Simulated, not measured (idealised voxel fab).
Name of the process module below: voxel quadruple lines
Cross-section cut: width 295 nm, square cells of 5 nm.
Each cross-section below is a grid of square cells, stated as bands in top-down order, with one or more rows of cells making up each band. Band entry format. Leading values: height of top, height of bottom, nm. Remainder: materials in left-to-right order, each with its width in nm. Special words: "full width" on a single material, which then fills the band edge to edge; "blank", empty space. Where do heights start? At 0: under that level the wafer as delivered is made of one material only. And the lowest band has no floor; it just carries on downward, as in "0 down". It should be noted that a width expressed as "30->40" varies in equal increments from row to row of cells within the band, taking the value of the first number at the top row and that of the second number at the bottom row. Key: "nothing was modified" - step with no changed cell in the cross-section. Entry "Fully sealed cavities". Content: empty spaces with no open connection to the top, size 8 cells or greater. Each: width x height at distance. Distance: from left edge. Unit: nm. Read whatever lies past the settings on a step's line as the simulator's own remark about the step. overlay nm: mask right of planned place by this much (step with mask). Neg. = left.
List of planned process steps
1. RECEIVE: material Si
2. CONFORMAL_DEP: material Al2O3, thk nm 5
3. DIRECTIONAL_DEP: material TiN, thk nm 15
4. DIRECTIONAL_DEP: material polySi, thk nm 20
5. DIRECTIONAL_DEP: material aC, thk nm 20
6. PATTERN: tone cover, mask id MANDREL, material resist, width nm 20, thk nm 30, overlay nm 0
7. DIRECTIONAL_ETCH: etch materials aC, depth nm 20
8. STRIP: etch materials resist
9. CONFORMAL_DEP: material SiO2, thk nm 10
10. DIRECTIONAL_ETCH: etch materials SiO2, depth nm 10
11. STRIP: etch materials aC
12. DIRECTIONAL_ETCH: etch materials polySi, depth nm 20
13. STRIP: etch materials SiO2
14. CONFORMAL_DEP: material SiCN, thk nm 5
15. DIRECTIONAL_ETCH: etch materials SiCN, depth nm 5
16. STRIP: etch materials polySi
17. DIRECTIONAL_ETCH: etch materials TiN, depth nm 15
18. STRIP: etch materials SiCN
First of the two wafers, run per plan
So this is the incoming wafer in cross-section - it's already been through step 1
    0 down: Si full width
    Fully sealed cavities: none
Cross-section through the wafer, step 2 finished
    5 to 0: Al2O3 full width
    Heights below 0 show no change.
Cross-section through the wafer, step 3 finished
    20 to 5: TiN full width
    Heights below 5 show no change.
Cross-section through the wafer, step 4 finished
    40 to 20: polySi full width
    Heights below 20 show no change.
Cross-section through the wafer, step 5 finished
    60 to 40: aC full width
    Heights below 40 show no change.
Cross-section through the wafer, step 6 finished
    90 to 60: blank: 135 / resist: 20 / blank: 140
    Heights below 60 show no change.
Cross-section through the wafer, step 7 finished
    70 to 60: blank: 135 / resist: 20 / blank: 140
    60 to 40: blank: 135 / aC: 20 / blank: 140
    Heights below 40 show no change.
Cross-section through the wafer, step 8 finished
    60 to 40: blank: 135 / aC: 20 / blank: 140
    Heights below 40 show no change.
Cross-section through the wafer, step 9 finished
    70 to 60: blank: 125 / SiO2: 40 / blank: 130
    60 to 50: blank: 125 / SiO2: 10 / aC: 20 / SiO2: 10 / blank: 130
    50 to 40: SiO2: 135 / aC: 20 / SiO2: 140
    Heights below 40 show no change.
Cross-section through the wafer, step 10 finished
    60 to 40: blank: 125 / SiO2: 10 / aC: 20 / SiO2: 10 / blank: 130
    Heights below 40 show no change.
Cross-section through the wafer, step 11 finished
    60 to 40: blank: 125 / SiO2: 10 / blank: 20 / SiO2: 10 / blank: 130
    Heights below 40 show no change.
Cross-section through the wafer, step 12 finished
    60 to 40: blank: 125 / SiO2: 10 / blank: 20 / SiO2: 10 / blank: 130
    40 to 20: blank: 125 / polySi: 10 / blank: 20 / polySi: 10 / blank: 130
    Heights below 20 show no change.
Cross-section through the wafer, step 13 finished
    40 to 20: blank: 125 / polySi: 10 / blank: 20 / polySi: 10 / blank: 130
    Heights below 20 show no change.
Cross-section through the wafer, step 14 finished
    45 to 40: blank: 120 / SiCN: 20 / blank: 10 / SiCN: 20 / blank: 125
    40 to 25: blank: 120 / SiCN: 5 / polySi: 10 / SiCN: 5 / blank: 10 / SiCN: 5 / polySi: 10 / SiCN: 5 / blank: 125
    25 to 20: SiCN: 125 / polySi: 10 / SiCN: 20 / polySi: 10 / SiCN: 130
    Heights below 20 show no change.
Cross-section through the wafer, step 15 finished
    40 to 20: blank: 120 / SiCN: 5 / polySi: 10 / SiCN: 5 / blank: 10 / SiCN: 5 / polySi: 10 / SiCN: 5 / blank: 125
    Heights below 20 show no change.
Cross-section through the wafer, step 16 finished
    40 to 20: blank: 120 / SiCN: 5 / blank: 10 / SiCN: 5 / blank: 10 / SiCN: 5 / blank: 10 / SiCN: 5 / blank: 125
    Heights below 20 show no change.
Cross-section through the wafer, step 17 finished
    40 to 20: blank: 120 / SiCN: 5 / blank: 10 / SiCN: 5 / blank: 10 / SiCN: 5 / blank: 10 / SiCN: 5 / blank: 125
    20 to 5: blank: 120 / TiN: 5 / blank: 10 / TiN: 5 / blank: 10 / TiN: 5 / blank: 10 / TiN: 5 / blank: 125
    Heights below 5 show no change.
Cross-section through the wafer, step 18 finished
    20 to 5: blank: 120 / TiN: 5 / blank: 10 / TiN: 5 / blank: 10 / TiN: 5 / blank: 10 / TiN: 5 / blank: 125
    Heights below 5 show no change.
Notes, second wafer: start = first wafer's, plan = first wafer's, execution had one mistake; history identical to first through step 5
Second wafer shown in cross-section at the time step 6 was slated to end
    90 to 60: blank: 140 / resist: 15 / blank: 140
    Heights below 60 show no change.
Second wafer shown in cross-section at the time step 7 was slated to end
    70 to 60: blank: 140 / resist: 15 / blank: 140
    60 to 40: blank: 140 / aC: 15 / blank: 140
    Heights below 40 show no change.
Second wafer shown in cross-section at the time step 8 was slated to end
    60 to 40: blank: 140 / aC: 15 / blank: 140
    Heights below 40 show no change.
Second wafer shown in cross-section at the time step 9 was slated to end
    70 to 60: blank: 130 / SiO2: 35 / blank: 130
    60 to 50: blank: 130 / SiO2: 10 / aC: 15 / SiO2: 10 / blank: 130
    50 to 40: SiO2: 140 / aC: 15 / SiO2: 140
    Heights below 40 show no change.
Second wafer shown in cross-section at the time step 10 was slated to end
    60 to 40: blank: 130 / SiO2: 10 / aC: 15 / SiO2: 10 / blank: 130
    Heights below 40 show no change.
Second wafer shown in cross-section at the time step 11 was slated to end
    60 to 40: blank: 130 / SiO2: 10 / blank: 15 / SiO2: 10 / blank: 130
    Heights below 40 show no change.
Second wafer shown in cross-section at the time step 12 was slated to end
    60 to 40: blank: 130 / SiO2: 10 / blank: 15 / SiO2: 10 / blank: 130
    40 to 20: blank: 130 / polySi: 10 / blank: 15 / polySi: 10 / blank: 130
    Heights below 20 show no change.
Second wafer shown in cross-section at the time step 13 was slated to end
    40 to 20: blank: 130 / polySi: 10 / blank: 15 / polySi: 10 / blank: 130
    Heights below 20 show no change.
Second wafer shown in cross-section at the time step 14 was slated to end
    45 to 40: blank: 125 / SiCN: 20 / blank: 5 / SiCN: 20 / blank: 125
    40 to 25: blank: 125 / SiCN: 5 / polySi: 10 / SiCN: 5 / blank: 5 / SiCN: 5 / polySi: 10 / SiCN: 5 / blank: 125
    25 to 20: SiCN: 130 / polySi: 10 / SiCN: 15 / polySi: 10 / SiCN: 130
    Heights below 20 show no change.
Second wafer shown in cross-section at the time step 15 was slated to end
    40 to 20: blank: 125 / SiCN: 5 / polySi: 10 / SiCN: 5 / blank: 5 / SiCN: 5 / polySi: 10 / SiCN: 5 / blank: 125
    Heights below 20 show no change.
Second wafer shown in cross-section at the time step 16 was slated to end
    40 to 20: blank: 125 / SiCN: 5 / blank: 10 / SiCN: 5 / blank: 5 / SiCN: 5 / blank: 10 / SiCN: 5 / blank: 125
    Heights below 20 show no change.
Second wafer shown in cross-section at the time step 17 was slated to end
    40 to 20: blank: 125 / SiCN: 5 / blank: 10 / SiCN: 5 / blank: 5 / SiCN: 5 / blank: 10 / SiCN: 5 / blank: 125
    20 to 5: blank: 125 / TiN: 5 / blank: 10 / TiN: 5 / blank: 5 / TiN: 5 / blank: 10 / TiN: 5 / blank: 125
    Heights below 5 show no change.
Second wafer shown in cross-section at the time step 18 was slated to end
    20 to 5: blank: 125 / TiN: 5 / blank: 10 / TiN: 5 / blank: 5 / TiN: 5 / blank: 10 / TiN: 5 / blank: 125
    Heights below 5 show no change.
Nonconformance to the process plan: off-plan run, step 6, actual operation and settings PATTERN: tone cover, mask id MANDREL, material resist, width nm 15, thk nm 30, overlay nm 0
So at the finish, the second wafer's got exactly as many cells of each material as the first, just not in the same spots.
